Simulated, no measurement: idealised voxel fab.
process module | voxel self aligned contacts
cross-section cut | 160 nm wide | cells 5 nm
A cross-section is a grid of square cells, given in bands from the top down. A band is one or more rows of cells.
Each band's line starts with the height of the band's top and of its bottom, in nm. Then come its materials from left to right, each with its width in nm. One material with "throughout" fills the band from edge to edge. "air" is empty space.
Height 0 is the level under which the wafer as received is all one material. The lowest band goes on downwards, as in "0 down".
A width such as "30 to 40" changes by the same amount from each row of cells to the next, from the band's top row to its bottom row.
"no change" after a step means that no cell of the cross-section changed.
closed voids: empty space of 8 cells or more with no open way to the top, each as width x height at its distance from the left edge, in nm
after a step's settings: what the simulator itself notes on the step
overlay nm, on a step with a mask: how far to the right of its planned place the mask lay; to the left if negative
plan
1 op RECEIVE | material Si
2 op OXIDIZE | depth nm 5
3 op DIRECTIONAL_DEP | material polySi | thk nm 25
4 op DIRECTIONAL_DEP | material SiN | thk nm 20
5 op PATTERN | tone cover | mask id GATE | material resist | width nm 35 | pitch nm 70 | thk nm 15 | overlay nm 0
6 op DIRECTIONAL_ETCH | etch materials SiN | depth nm 20
7 op DIRECTIONAL_ETCH | etch materials polySi | depth nm 25
8 op STRIP | etch materials resist
9 op CONFORMAL_DEP | material SiN | thk nm 5
10 op DIRECTIONAL_ETCH | etch materials SiN | depth nm 5
11 op FILL_DEP | material SiO2 | thk nm 15
12 op CMP | height nm 50
13 op PATTERN | tone open | mask id CONTACT | material resist | width nm 45 | thk nm 15 | overlay nm 0
14 op DIRECTIONAL_ETCH | etch materials SiO2 | depth nm 55
15 op STRIP | etch materials resist
16 op CONFORMAL_DEP | material TiN | thk nm 5
17 op FILL_DEP | material Ru | thk nm 10
18 op CMP | height nm 50
19 op CONFORMAL_DEP | material SiN | thk nm 5
as received, after step 1
  0 down: Si throughout
  closed voids: none
first wafer at the end, as planned
  55 to 50: SiN throughout
  50 to 45: SiO2 55 | TiN 15 | Ru 15 | TiN 15 | SiO2 60
  45 to 25: SiO2 20 | SiN 45 | TiN 5 | Ru 15 | TiN 5 | SiN 45 | SiO2 25
  25 to 0: SiO2 20 | SiN 5 | polySi 35 | SiN 5 | TiN 5 | Ru 15 | TiN 5 | SiN 5 | polySi 35 | SiN 5 | SiO2 25
  0 to -5: SiO2 65 | TiN 25 | SiO2 70
  -5 down: Si throughout
  closed voids: none
second wafer at the end: like start, like plan, one mistake
  55 to 50: SiN throughout
  50 to 45: SiO2 55 | TiN 15 | Ru 15 | TiN 15 | SiO2 60
  45 to 25: SiO2 20 | SiN 45 | TiN 5 | Ru 15 | TiN 5 | SiN 45 | SiO2 25
  25 to 5: SiO2 20 | SiN 5 | polySi 35 | SiN 5 | TiN 5 | Ru 15 | TiN 5 | SiN 5 | polySi 35 | SiN 5 | SiO2 25
  5 to 0: SiO2 20 | SiN 5 | polySi 35 | SiN 5 | TiN 25 | SiN 5 | polySi 35 | SiN 5 | SiO2 25
  0 down: Si throughout
  closed voids: none
what went wrong: step 2 was left out
at the end the second wafer has, in cells: 3 fewer of Ru | 32 more of Si | 27 fewer of SiO2 | 2 fewer of TiN
